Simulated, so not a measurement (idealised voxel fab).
This is a process module. Its name is voxel tone inversion.
In the cross-section labelled cut, the width is 195 nm and each square cell is 5 nm.
Notation: cross-section as square-cell grid; stated in bands, top first, going down; one or more cell rows per band. Per band: top height and bottom height in nm, followed by the left-to-right materials and their widths in nm; "full width" marks a single material spanning edge to edge, "air" marks empty space. Measure heights from 0. That's the level where, below it, the as-received wafer is all one material. The lowest band is bottomless and extends downward; write it as in "top 0, no bottom". A width given as "30 to 40" starts at the first number in the band's top row and ends at the second number in its bottom row, shifting by an equal amount at every step from row to row. "left unchanged", as given for a step, is the statement that not any cell of the cross-section underwent a change during that step. You'll see "Completely sealed voids" listing empty spaces that have no way open to the top, as long as they're 8 cells or more; the notation is width x height at distance, where the distance is from the left edge, and all of it is in nm. On a step's line, text after the settings is the simulator commenting on that step. For masked steps, "overlay nm" on the step line gives how far right of plan the mask actually lay; a minus sign means it lay to the left.
### List of planned process steps
1. RECEIVE with material Si
2. CONFORMAL_DEP with material SiCN, thk nm 10
3. DIRECTIONAL_DEP with material polySi, thk nm 15
4. PATTERN with tone cover, mask id POSTS, material resist, width nm 20, pitch nm 35, thk nm 25, overlay nm 0
5. DIRECTIONAL_ETCH with etch materials polySi, depth nm 15
6. STRIP with etch materials resist
7. FILL_DEP with material SiO2, thk nm 5
8. CMP with height nm 25
9. STRIP with etch materials polySi
10. CONFORMAL_DEP with material TiN, thk nm 5
11. FILL_DEP with material Cu, thk nm 5
12. CMP with height nm 25
13. CONFORMAL_DEP with material SiCN, thk nm 5
### First of two wafers - as planned
### Shown in cross-section is the wafer as received, that is, as it stands after step 1
* top 0, no bottom  Si full width
* Completely sealed voids: none
### The wafer, seen in cross-section, after step 2
* top 10, bottom 0  SiCN full width
* At heights below 0, the structure remains unaltered.
### The wafer, seen in cross-section, after step 3
* top 25, bottom 10  polySi full width
* At heights below 10, the structure remains unaltered.
### The wafer, seen in cross-section, after step 4
* top 50, bottom 25  35 nm air / 20 nm resist / 15 nm air / 20 nm resist / 15 nm air / 20 nm resist / 15 nm air / 20 nm resist / 35 nm air
* At heights below 25, the structure remains unaltered.
### The wafer, seen in cross-section, after step 5
* top 50, bottom 25  35 nm air / 20 nm resist / 15 nm air / 20 nm resist / 15 nm air / 20 nm resist / 15 nm air / 20 nm resist / 35 nm air
* top 25, bottom 10  35 nm air / 20 nm polySi / 15 nm air / 20 nm polySi / 15 nm air / 20 nm polySi / 15 nm air / 20 nm polySi / 35 nm air
* At heights below 10, the structure remains unaltered.
### The wafer, seen in cross-section, after step 6
* top 25, bottom 10  35 nm air / 20 nm polySi / 15 nm air / 20 nm polySi / 15 nm air / 20 nm polySi / 15 nm air / 20 nm polySi / 35 nm air
* At heights below 10, the structure remains unaltered.
### The wafer, seen in cross-section, after step 7
* top 30, bottom 25  SiO2 full width
* top 25, bottom 10  35 nm SiO2 / 20 nm polySi / 15 nm SiO2 / 20 nm polySi / 15 nm SiO2 / 20 nm polySi / 15 nm SiO2 / 20 nm polySi / 35 nm SiO2
* At heights below 10, the structure remains unaltered.
### The wafer, seen in cross-section, after step 8
* top 25, bottom 10  35 nm SiO2 / 20 nm polySi / 15 nm SiO2 / 20 nm polySi / 15 nm SiO2 / 20 nm polySi / 15 nm SiO2 / 20 nm polySi / 35 nm SiO2
* At heights below 10, the structure remains unaltered.
### The wafer, seen in cross-section, after step 9
* top 25, bottom 10  35 nm SiO2 / 20 nm air / 15 nm SiO2 / 20 nm air / 15 nm SiO2 / 20 nm air / 15 nm SiO2 / 20 nm air / 35 nm SiO2
* At heights below 10, the structure remains unaltered.
### The wafer, seen in cross-section, after step 10
* top 30, bottom 25  40 nm TiN / 10 nm air / 25 nm TiN / 10 nm air / 25 nm TiN / 10 nm air / 25 nm TiN / 10 nm air / 40 nm TiN
* top 25, bottom 15  35 nm SiO2 / 5 nm TiN / 10 nm air / 5 nm TiN / 15 nm SiO2 / 5 nm TiN / 10 nm air / 5 nm TiN / 15 nm SiO2 / 5 nm TiN / 10 nm air / 5 nm TiN / 15 nm SiO2 / 5 nm TiN / 10 nm air / 5 nm TiN / 35 nm SiO2
* top 15, bottom 10  35 nm SiO2 / 20 nm TiN / 15 nm SiO2 / 20 nm TiN / 15 nm SiO2 / 20 nm TiN / 15 nm SiO2 / 20 nm TiN / 35 nm SiO2
* At heights below 10, the structure remains unaltered.
### The wafer, seen in cross-section, after step 11
* top 35, bottom 30  Cu full width
* top 30, bottom 25  40 nm TiN / 10 nm Cu / 25 nm TiN / 10 nm Cu / 25 nm TiN / 10 nm Cu / 25 nm TiN / 10 nm Cu / 40 nm TiN
* top 25, bottom 15  35 nm SiO2 / 5 nm TiN / 10 nm Cu / 5 nm TiN / 15 nm SiO2 / 5 nm TiN / 10 nm Cu / 5 nm TiN / 15 nm SiO2 / 5 nm TiN / 10 nm Cu / 5 nm TiN / 15 nm SiO2 / 5 nm TiN / 10 nm Cu / 5 nm TiN / 35 nm SiO2
* At heights below 15, the structure remains unaltered.
### The wafer, seen in cross-section, after step 12
* top 25, bottom 15  35 nm SiO2 / 5 nm TiN / 10 nm Cu / 5 nm TiN / 15 nm SiO2 / 5 nm TiN / 10 nm Cu / 5 nm TiN / 15 nm SiO2 / 5 nm TiN / 10 nm Cu / 5 nm TiN / 15 nm SiO2 / 5 nm TiN / 10 nm Cu / 5 nm TiN / 35 nm SiO2
* At heights below 15, the structure remains unaltered.
### The wafer, seen in cross-section, after step 13
* top 30, bottom 25  SiCN full width
* At heights below 25, the structure remains unaltered.
### Companion wafer, the second of two: same beginning, same intended sequence, one mistake in carrying it out; through step 1 inclusive it tracks the first exactly
### Cross-section of the second wafer at the time by which step 2 should have been completed according to the plan
* top 15, bottom 0  polySi full width
* At heights below 0, the structure remains unaltered.
### Cross-section of the second wafer at the time by which step 3 should have been completed according to the plan
* top 25, bottom 15  SiCN full width
* At heights below 15, the structure remains unaltered.
### Cross-section of the second wafer at the time by which step 4 should have been completed according to the plan
* top 50, bottom 25  35 nm air / 20 nm resist / 15 nm air / 20 nm resist / 15 nm air / 20 nm resist / 15 nm air / 20 nm resist / 35 nm air
* At heights below 25, the structure remains unaltered.
Cross-section of the second wafer at the time by which step 5 should have been completed according to the plan: left unchanged
### Cross-section of the second wafer at the time by which step 6 should have been completed according to the plan
* top 25, bottom 15  SiCN full width
* At heights below 15, the structure remains unaltered.
### Cross-section of the second wafer at the time by which step 7 should have been completed according to the plan
* top 30, bottom 25  SiO2 full width
* At heights below 25, the structure remains unaltered.
### Cross-section of the second wafer at the time by which step 8 should have been completed according to the plan
* top 25, bottom 15  SiCN full width
* At heights below 15, the structure remains unaltered.
Cross-section of the second wafer at the time by which step 9 should have been completed according to the plan: left unchanged
### Cross-section of the second wafer at the time by which step 10 should have been completed according to the plan
* top 30, bottom 25  TiN full width
* At heights below 25, the structure remains unaltered.
### Cross-section of the second wafer at the time by which step 11 should have been completed according to the plan
* top 35, bottom 30  Cu full width
* At heights below 30, the structure remains unaltered.
### Cross-section of the second wafer at the time by which step 12 should have been completed according to the plan
* top 25, bottom 15  SiCN full width
* At heights below 15, the structure remains unaltered.
### Cross-section of the second wafer at the time by which step 13 should have been completed according to the plan
* top 30, bottom 15  SiCN full width
* At heights below 15, the structure remains unaltered.
The plan and the run diverged here: so 2 and 3 got swapped relative to the plan, each ran where the other was supposed to
at the end the second wafer has, in cells: 16 fewer of Cu, 69 fewer of SiO2, 32 fewer of TiN, 117 more of polySi
